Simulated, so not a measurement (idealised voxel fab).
A process module follows: voxel self aligned contacts.
Each square cell in cross-section cut measures 5 nm, and the section as a whole is 230 nm wide.
Cross-section layout: square cells on a grid; listed as bands, top to bottom; a band spans one or more cell rows.
Basically the band line says how high the top is and how high the bottom is, in nm, and then what's in it from left to right, every material with its width in nm. Empty space shows up as "blank", and if a single material carries "edge to edge" it runs the full band edge to edge.
The reference from which all heights are counted is 0, the level beneath which the as-received wafer is entirely one material; the lowest band, having no lower bound, proceeds downward and is written after the example "from 0 down".
Quick explanation for "30 to 40": the width changes in equal steps down the rows of cells, from the first number in the band's top row to the second number in its bottom row.
"nothing altered" after a step means that no cell of the cross-section changed.
The list in "Unvented cavities" covers empty spaces of 8 cells or more that cannot reach the top through any open way, and it gives each as width x height at distance; the distance is from the left edge, and width, height and distance are in nm.
Past the settings on a step's line: simulator remark, on that step.
overlay nm: step with mask; distance mask lay right of planned place; negative value = left of planned place.

These are the steps we planned for the process
1: RECEIVE [material Si]
2: CONFORMAL_DEP [material SiO2] [thk nm 5]
3: DIRECTIONAL_DEP [material polySi] [thk nm 25]
4: DIRECTIONAL_DEP [material SiN] [thk nm 15]
5: DIRECTIONAL_DEP [material aC] [thk nm 10]
6: PATTERN [tone cover] [mask id GATE] [material resist] [width nm 35] [pitch nm 60] [thk nm 25] [overlay nm 0]
7: DIRECTIONAL_ETCH [etch materials aC] [depth nm 10]
8: STRIP [etch materials resist]
9: DIRECTIONAL_ETCH [etch materials SiN] [depth nm 15]
10: DIRECTIONAL_ETCH [etch materials polySi] [depth nm 25]
11: STRIP [etch materials aC]
12: CONFORMAL_DEP [material SiN] [thk nm 5]
13: DIRECTIONAL_ETCH [etch materials SiN] [depth nm 5]
14: FILL_DEP [material SiO2] [thk nm 20]
15: CMP [height nm 55]
16: PATTERN [tone open] [mask id CONTACT] [material resist] [width nm 35] [pitch nm 60] [thk nm 15] [overlay nm 0]
17: DIRECTIONAL_ETCH [etch materials SiO2] [depth nm 55]
18: STRIP [etch materials resist]
19: CONFORMAL_DEP [material TiN] [thk nm 5]
20: FILL_DEP [material Ru] [thk nm 5]
21: CMP [height nm 55]
22: CONFORMAL_DEP [material SiN] [thk nm 5]

Wafer at receipt (post step 1), cross-section
	from 0 down | Si edge to edge
	Unvented cavities: none

Wafer cross-section at module end: first of two, run to plan
	from 60 to 55 | SiN edge to edge
	from 55 to 45 | 65 of SiO2 / 5 to 15 of TiN / 25 to 5 of Ru / 5 to 15 of TiN / 25 of SiO2 / 5 to 15 of TiN / 25 to 5 of Ru / 5 to 15 of TiN / 70 of SiO2
	from 45 to 30 | 30 of SiO2 / 45 of SiN / 5 of TiN / 5 of Ru / 5 of TiN / 45 of SiN / 5 of TiN / 5 of Ru / 5 of TiN / 45 of SiN / 35 of SiO2
	from 30 to 5 | 30 of SiO2 / 5 of SiN / 35 of polySi / 5 of SiN / 5 of TiN / 5 of Ru / 5 of TiN / 5 of SiN / 35 of polySi / 5 of SiN / 5 of TiN / 5 of Ru / 5 of TiN / 5 of SiN / 35 of polySi / 5 of SiN / 35 of SiO2
	from 5 to 0 | 75 of SiO2 / 15 of TiN / 45 of SiO2 / 15 of TiN / 80 of SiO2
	from 0 down | Si edge to edge
	Unvented cavities: none

Second wafer cross-section at end of module - shared start and plan with the first, one mistake in the run
	from 60 to 55 | SiN edge to edge
	from 55 to 50 | 65 of SiO2 / 5 of TiN / 25 of Ru / 5 of TiN / 25 of SiO2 / 5 of TiN / 25 of Ru / 5 of TiN / 70 of SiO2
	from 50 to 45 | 65 of SiO2 / 35 of TiN / 25 of SiO2 / 35 of TiN / 70 of SiO2
	from 45 to 30 | 40 of SiN / 25 of SiO2 / 35 of SiN / 25 of SiO2 / 35 of SiN / 25 of SiO2 / 45 of SiN
	from 30 to 5 | 35 of polySi / 5 of SiN / 25 of SiO2 / 5 of SiN / 25 of polySi / 5 of SiN / 25 of SiO2 / 5 of SiN / 25 of polySi / 5 of SiN / 25 of SiO2 / 5 of SiN / 40 of polySi
	from 5 to 0 | SiO2 edge to edge
	from 0 down | Si edge to edge
	Unvented cavities: none
Error vs. plan: step 6 was processed under conditions differing from the plan, specifically as PATTERN [tone open] [mask id GATE] [material resist] [width nm 35] [pitch nm 60] [thk nm 25] [overlay nm 0]
Final difference in cells, second wafer against first, listed per material as more or fewer: -18 Ru, +12 SiN, +22 SiO2, -36 TiN, +20 polySi
